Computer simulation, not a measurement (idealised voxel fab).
Process module, titled voxel ribs on slabs
FYI the section here is cut, 155 nm wide, cells are 5 nm squares.
Cross-section layout: square cells on a grid; listed as bands, top to bottom; a band spans one or more cell rows. In this notation a band is specified by the heights of its top and bottom, in that order and in nm, after which its materials appear from left to right, each paired with its width in nm. The word "all across" attached to a single material means that material fills the band from edge to edge; the word "empty" stands for empty space. Convention: height 0 is the level below which the wafer, as received, is all one material. The lowest band does not terminate at the bottom but continues downward, represented as "from 0 down". You'd read "30->40" like this: the band's top row of cells is as wide as the first number, its bottom row is as wide as the second, and going down, every row changes width by the same amount as the row before did. Any step labelled "no alteration" changed none of the cells in the cross-section. Look at "Fully sealed cavities" for the closed voids: empty spaces with no open path to the top, sized 8 cells or up. Each is width x height at distance, distance from the left edge, all nm. Past the settings on a step's line: simulator remark, on that step. When a step includes a mask, the "overlay nm" setting on its line states how far to the right of its planned place that mask lay, and negative values state how far to the left.

### Steps planned for the process
step 1: RECEIVE (material Si)
step 2: DIRECTIONAL_DEP (material SiO2; thk nm 20)
step 3: DIRECTIONAL_DEP (material polySi; thk nm 25)
step 4: PATTERN (tone cover; mask id RIB; material resist; width nm 25; thk nm 15; overlay nm 0)
step 5: DIRECTIONAL_ETCH (etch materials polySi; depth nm 5)
step 6: STRIP (etch materials resist)
step 7: MASKED_ETCH (tone cover; mask id SLAB; width nm 85; etch materials polySi; depth nm 20; overlay nm 0)
step 8: FILL_DEP (material SiO2; thk nm 30)
step 9: CMP (height nm 65)
step 10: DIRECTIONAL_DEP (material TiN; thk nm 10)
step 11: DIRECTIONAL_DEP (material aC; thk nm 10)
step 12: PATTERN (tone cover; mask id HEATER; material resist; width nm 35; thk nm 30; overlay nm 0)
step 13: DIRECTIONAL_ETCH (etch materials aC; depth nm 10)
step 14: STRIP (etch materials resist)
step 15: DIRECTIONAL_ETCH (etch materials TiN; depth nm 10)
step 16: STRIP (etch materials aC)
step 17: CONFORMAL_DEP (material SiN; thk nm 10)

### Of two wafers, the first: run according to plan

### Cross-section of the wafer upon arrival, representing the state reached after step 1
- from 0 down: Si all across
- Fully sealed cavities: none

### Step 2 done - wafer cross-section
- from 20 to 0: SiO2 all across
- Below 0 it's all the same as before, nothing changed down there.

### Step 3 done - wafer cross-section
- from 45 to 20: polySi all across
- Below 20 it's all the same as before, nothing changed down there.

### Step 4 done - wafer cross-section
- from 60 to 45: empty (65)  resist (25)  empty (65)
- Below 45 it's all the same as before, nothing changed down there.

### Step 5 done - wafer cross-section
- from 60 to 45: empty (65)  resist (25)  empty (65)
- from 45 to 40: empty (65)  polySi (25)  empty (65)
- Below 40 it's all the same as before, nothing changed down there.

### Step 6 done - wafer cross-section
- from 45 to 40: empty (65)  polySi (25)  empty (65)
- Below 40 it's all the same as before, nothing changed down there.

### Step 7 done - wafer cross-section
- from 45 to 40: empty (65)  polySi (25)  empty (65)
- from 40 to 20: empty (35)  polySi (85)  empty (35)
- Below 20 it's all the same as before, nothing changed down there.

### Step 8 done - wafer cross-section
- from 75 to 45: SiO2 all across
- from 45 to 40: SiO2 (65)  polySi (25)  SiO2 (65)
- from 40 to 20: SiO2 (35)  polySi (85)  SiO2 (35)
- Below 20 it's all the same as before, nothing changed down there.

### Step 9 done - wafer cross-section
- from 65 to 45: SiO2 all across
- Below 45 it's all the same as before, nothing changed down there.

### Step 10 done - wafer cross-section
- from 75 to 65: TiN all across
- Below 65 it's all the same as before, nothing changed down there.

### Step 11 done - wafer cross-section
- from 85 to 75: aC all across
- Below 75 it's all the same as before, nothing changed down there.

### Step 12 done - wafer cross-section
- from 115 to 85: empty (60)  resist (35)  empty (60)
- Below 85 it's all the same as before, nothing changed down there.

### Step 13 done - wafer cross-section
- from 105 to 85: empty (60)  resist (35)  empty (60)
- from 85 to 75: empty (60)  aC (35)  empty (60)
- Below 75 it's all the same as before, nothing changed down there.

### Step 14 done - wafer cross-section
- from 85 to 75: empty (60)  aC (35)  empty (60)
- Below 75 it's all the same as before, nothing changed down there.

### Step 15 done - wafer cross-section
- from 85 to 75: empty (60)  aC (35)  empty (60)
- from 75 to 65: empty (60)  TiN (35)  empty (60)
- Below 65 it's all the same as before, nothing changed down there.

### Step 16 done - wafer cross-section
- from 75 to 65: empty (60)  TiN (35)  empty (60)
- Below 65 it's all the same as before, nothing changed down there.

### Step 17 done - wafer cross-section
- from 85 to 75: empty (50)  SiN (55)  empty (50)
- from 75 to 65: SiN (60)  TiN (35)  SiN (60)
- Below 65 it's all the same as before, nothing changed down there.

### Second wafer: same start and same plan as the first, one execution error; identical to the first through step 6

### Cross-section of the second wafer at the time by which step 7 should have been completed according to the plan
- from 40 to 25: polySi (35)  empty (85)  polySi (35)
- from 25 to 20: polySi (35)  empty (30)  polySi (25)  empty (30)  polySi (35)
- Below 20 it's all the same as before, nothing changed down there.

### Cross-section of the second wafer at the time by which step 8 should have been completed according to the plan
- from 70 to 40: SiO2 all across
- from 40 to 25: polySi (35)  SiO2 (85)  polySi (35)
- from 25 to 20: polySi (35)  SiO2 (30)  polySi (25)  SiO2 (30)  polySi (35)
- Below 20 it's all the same as before, nothing changed down there.

### Cross-section of the second wafer at the time by which step 9 should have been completed according to the plan
- from 65 to 40: SiO2 all across
- Below 40 it's all the same as before, nothing changed down there.

### Cross-section of the second wafer at the time by which step 10 should have been completed according to the plan
- from 75 to 65: TiN all across
- Below 65 it's all the same as before, nothing changed down there.

### Cross-section of the second wafer at the time by which step 11 should have been completed according to the plan
- from 85 to 75: aC all across
- Below 75 it's all the same as before, nothing changed down there.

### Cross-section of the second wafer at the time by which step 12 should have been completed according to the plan
- from 115 to 85: empty (60)  resist (35)  empty (60)
- Below 85 it's all the same as before, nothing changed down there.

### Cross-section of the second wafer at the time by which step 13 should have been completed according to the plan
- from 105 to 85: empty (60)  resist (35)  empty (60)
- from 85 to 75: empty (60)  aC (35)  empty (60)
- Below 75 it's all the same as before, nothing changed down there.

### Cross-section of the second wafer at the time by which step 14 should have been completed according to the plan
- from 85 to 75: empty (60)  aC (35)  empty (60)
- Below 75 it's all the same as before, nothing changed down there.

### Cross-section of the second wafer at the time by which step 15 should have been completed according to the plan
- from 85 to 75: empty (60)  aC (35)  empty (60)
- from 75 to 65: empty (60)  TiN (35)  empty (60)
- Below 65 it's all the same as before, nothing changed down there.

### Cross-section of the second wafer at the time by which step 16 should have been completed according to the plan
- from 75 to 65: empty (60)  TiN (35)  empty (60)
- Below 65 it's all the same as before, nothing changed down there.

### Cross-section of the second wafer at the time by which step 17 should have been completed according to the plan
- from 85 to 75: empty (50)  SiN (55)  empty (50)
- from 75 to 65: SiN (60)  TiN (35)  SiN (60)
- Below 65 it's all the same as before, nothing changed down there.
what went wrong: step 7 did not use the planned setting and instead ran as MASKED_ETCH (tone open; mask id SLAB; width nm 85; etch materials polySi; depth nm 20; overlay nm 0)
Wrapping up, a cell-based count of both wafers puts the second over or under the first for these materials: SiO2 +12 | polySi -12
